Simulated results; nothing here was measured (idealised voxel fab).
Title: Process Module voxel air gaps
This is section cut - it's 210 nm across, gridded in 5 nm square cells.
In what follows, cross-sections appear as grids of square cells, described through bands that run from the top down, where every band is one or more rows of cells. The entry gives the band's vertical extent as a top height and a bottom height in nm, then its horizontal make-up as materials from left to right, each with a width in nm. "air" stands for empty space; a single material marked "throughout" fills the band edge to edge. Counting heights begins at 0, where everything beneath is, in the wafer as received, one material. The lowest band has no bottom; it goes on downwards, as "0 -> down" shows. Read "30..40" as a graded width: first number on top, second number at the bottom, same change between each pair of neighbouring rows. "no alterations made" after a step means that no cell of the cross-section changed. Enclosed voids (no open way to top), threshold 8 cells or more, entry "Closed empty spaces", notation width x height at distance, distance from left edge, nm. Heads up: the bit after the settings on a step's line is the simulator's remark on that step. overlay nm: mask right of planned place by this much (step with mask). Neg. = left.
THE PLANNED PROCESS STEPS ARE ENUMERATED HEREUNDER
- 1: RECEIVE [material Si]
- 2: CONFORMAL_DEP [material SiO2] [thk nm 10]
- 3: CONFORMAL_DEP [material SiCN] [thk nm 5]
- 4: DIRECTIONAL_DEP [material SiO2] [thk nm 35]
- 5: PATTERN [tone open] [mask id LINES] [material resist] [width nm 15] [pitch nm 40] [thk nm 15] [overlay nm 0]
- 6: DIRECTIONAL_ETCH [etch materials SiO2] [depth nm 35]
- 7: STRIP [etch materials resist]
- 8: CONFORMAL_DEP [material TiN] [thk nm 5]
- 9: FILL_DEP [material Cu] [thk nm 10]
- 10: CMP [height nm 50]
- 11: EPI [material Ru] [thk nm 10]
- 12: SELECTIVE_ETCH [etch materials SiO2] [depth nm 45]
- 13: CONFORMAL_DEP [material SiCN] [thk nm 5]
WAFER CROSS-SECTION ON RECEIPT, I.E. AFTER STEP 1
    0 -> down: Si throughout
    Closed empty spaces: none
THE PLAN ABOVE WAS CARRIED OUT ON THE STARTING STRUCTURE ABOVE WITH ONE MISTAKE, AND THIS CROSS-SECTION SHOWS THE WAFER AT THE END OF THE MODULE
    65 -> 60: air (40); SiCN (130); air (40)
    60 -> 50: air (40); SiCN (5); Ru (120); SiCN (5); air (40)
    50 -> 45: air (40); SiCN (15); TiN (5); Cu (10); TiN (5); SiO2 (20); TiN (5); Cu (10); TiN (5); SiO2 (20); TiN (5); Cu (10); TiN (5); SiCN (15); air (40)
    45 -> 20: air (50); SiCN (5); TiN (5); Cu (10); TiN (5); SiO2 (20); TiN (5); Cu (10); TiN (5); SiO2 (20); TiN (5); Cu (10); TiN (5); SiCN (5); air (50)
    20 -> 15: SiCN (55); TiN (20); SiO2 (20); TiN (20); SiO2 (20); TiN (20); SiCN (55)
    15 -> 10: SiCN throughout
    10 -> 0: SiO2 throughout
    0 -> down: Si throughout
    Closed empty spaces: none
Run error: step 5 was processed under conditions differing from the plan, specifically as PATTERN [tone open] [mask id LINES] [material resist] [width nm 20] [pitch nm 40] [thk nm 15] [overlay nm 0]
